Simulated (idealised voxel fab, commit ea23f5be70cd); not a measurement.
Herein follows the process module entitled voxel local oxidation.
Square cell edge 5 nm, section width 145 nm, ID cut.
Cross-section = grid of square cells, listed top down in bands; band = one or more rows. Top height, bottom height, nm. Materials left to right, width each, nm. Single material + "all across" = fills band edge to edge. "empty" = empty. Heights from 0 (as-received wafer is one material below). Bottom band endless downward, as "z 0 and below". Width "30->40": first value at the band's top row of cells, second value at its bottom row, equal change from row to row. Where a step carries "no alteration", the cross-section came out of it unchanged, cell for cell. Encapsulated voids: empty space of 8 cells or more with no open way to the top, each as width x height at its distance from the left edge, in nm. Note: text after step settings on the step line = simulator remark on that step. On any step carrying a mask, the "overlay nm" setting, if present on the step's line, tells how far right of its planned place the mask lay; negative values point to the left.

### Process steps - plan
1 RECEIVE: material Si
2 CONFORMAL_DEP: material SiO2, thk nm 5
3 CONFORMAL_DEP: material SiN, thk nm 10
4 PATTERN: tone cover, mask id ACTIVE, material resist, width nm 115, thk nm 20, overlay nm 0
5 DIRECTIONAL_ETCH: etch materials SiN, depth nm 10
6 STRIP: etch materials resist
7 SELECTIVE_ETCH: etch materials SiO2, depth nm 5
8 OXIDIZE: depth nm 10
9 STRIP: etch materials SiN

### Below: the first of two wafers, run as planned

### As-received wafer cross-section (after step 1)
* z 0 and below: Si all across
* Encapsulated voids: none

### You're looking at a cross-section of the wafer after step 2
* z 5 to 0: SiO2 all across
* Below a height of 0, the structure has not been altered.

### You're looking at a cross-section of the wafer after step 3
* z 15 to 5: SiN all across
* Below a height of 5, the structure has not been altered.

### You're looking at a cross-section of the wafer after step 4
* z 35 to 15: empty (15); resist (115); empty (15)
* Below a height of 15, the structure has not been altered.

### You're looking at a cross-section of the wafer after step 5
* z 35 to 15: empty (15); resist (115); empty (15)
* z 15 to 5: empty (15); SiN (115); empty (15)
* Below a height of 5, the structure has not been altered.

### You're looking at a cross-section of the wafer after step 6
* z 15 to 5: empty (15); SiN (115); empty (15)
* Below a height of 5, the structure has not been altered.

### You're looking at a cross-section of the wafer after step 7
* z 15 to 5: empty (15); SiN (115); empty (15)
* z 5 to 0: empty (20); SiO2 (105); empty (20)
* Below a height of 0, the structure has not been altered.

### You're looking at a cross-section of the wafer after step 8
* z 15 to 5: empty (15); SiN (115); empty (15)
* z 5 to 0: empty (20); SiO2 (105); empty (20)
* z 0 to -10: SiO2 (30); Si (85); SiO2 (30)
* Below a height of -10, the structure has not been altered.

### You're looking at a cross-section of the wafer after step 9
* z 5 to 0: empty (20); SiO2 (105); empty (20)
* Below a height of 0, the structure has not been altered.

### Now the other wafer: same start, same recipe, but we messed up one thing when running it. Up to and including step 3 it's the same as the first one

### The second wafer in cross-section, at the planned close of step 4
* z 35 to 15: empty (20); resist (110); empty (15)
* Below a height of 15, the structure has not been altered.

### The second wafer in cross-section, at the planned close of step 5
* z 35 to 15: empty (20); resist (110); empty (15)
* z 15 to 5: empty (20); SiN (110); empty (15)
* Below a height of 5, the structure has not been altered.

### The second wafer in cross-section, at the planned close of step 6
* z 15 to 5: empty (20); SiN (110); empty (15)
* Below a height of 5, the structure has not been altered.

### The second wafer in cross-section, at the planned close of step 7
* z 15 to 5: empty (20); SiN (110); empty (15)
* z 5 to 0: empty (25); SiO2 (100); empty (20)
* Below a height of 0, the structure has not been altered.

### The second wafer in cross-section, at the planned close of step 8
* z 15 to 5: empty (20); SiN (110); empty (15)
* z 5 to 0: empty (25); SiO2 (100); empty (20)
* z 0 to -10: SiO2 (35); Si (80); SiO2 (30)
* Below a height of -10, the structure has not been altered.

### The second wafer in cross-section, at the planned close of step 9
* z 5 to 0: empty (25); SiO2 (100); empty (20)
* Below a height of 0, the structure has not been altered.
What went wrong in running the wafer? step 4: run off-plan, actual operation and settings PATTERN: tone cover, mask id ACTIVE, material resist, width nm 110, thk nm 20, overlay nm 0
End check, counted in cells, second wafer has more or fewer of these materials than the first: Si: 2 fewer; SiO2: 1 more
